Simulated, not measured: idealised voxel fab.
Process module in this document: voxel lift off
Cross-sectional view cut (width: 205 nm; square cell size: 5 nm).
For the purposes of this document, a cross-section shall be understood as a grid of square cells, specified as bands listed in top-to-bottom order, each band consisting of one or more rows of cells. A band entry consists of two parts. The first gives the height of the band's top and the height of its bottom, in nm. The rest lists the band's materials from left to right, each with its width in nm. A single material labelled with the word "everywhere" fills the band from edge to edge, and the word "blank" marks empty space. A quick word on heights: they are counted from 0, and under that level the wafer as it came to us is one material throughout. The lowest band is different from the rest in having no bottom; it simply continues downward, written as in "0 and below". So if you see something like "30->40" for the width, read it as the top row of the band sitting at the first number and the bottom row at the second, with every row in between moving by the same amount as the last. The cross-section has no changed cell in any step marked "remains unaltered". Reported under the label "Fully sealed cavities" are the empty spaces having no open way to the top and comprising 8 cells or more; the notation for each is width x height at distance, in which the distance is measured from the left edge and all three values are in nm. Where a step's line continues beyond its settings, the continuation is a remark by the simulator itself on that step. Steps that use a mask can have "overlay nm" on their line. It says how far the mask sat to the right of where it was meant to be. Negative means to the left.
## The following list gives the planned process steps
| 1 | RECEIVE: material Si |
| 2 | CONFORMAL_DEP: material SiN, thk nm 5 |
| 3 | PATTERN: tone open, mask id LINES, material resist, width nm 15, pitch nm 40, thk nm 25, overlay nm -15 |
| 4 | DIRECTIONAL_DEP: material Ru, thk nm 15 |
| 5 | STRIP: etch materials resist |
| 6 | CONFORMAL_DEP: material SiO2, thk nm 5 |
Variable across wafers: step 3 overlay nm (plan value is that of the first wafer; starting state common to all).
## The as-received cross-section of the first of several wafers corresponds to the state after step 1
* 0 and below | Si everywhere
* Fully sealed cavities: none
## Quick key for the table: a row per wafer, taken at the end of the module. For each material it tells you how many cells the wafer gained (+) or lost (-) since it came in, and the closed voids come after
overlay nm -15 | +18 Ru | +41 SiN | +53 SiO2 | Fully sealed cavities: none
overlay nm -10 | +18 Ru | +41 SiN | +53 SiO2 | Fully sealed cavities: none
overlay nm -5 | +18 Ru | +41 SiN | +53 SiO2 | Fully sealed cavities: none
overlay nm 0 | +18 Ru | +41 SiN | +53 SiO2 | Fully sealed cavities: none
overlay nm 5 | +18 Ru | +41 SiN | +53 SiO2 | Fully sealed cavities: none
overlay nm 10 | +18 Ru | +41 SiN | +53 SiO2 | Fully sealed cavities: none
overlay nm 15 | +18 Ru | +41 SiN | +53 SiO2 | Fully sealed cavities: none
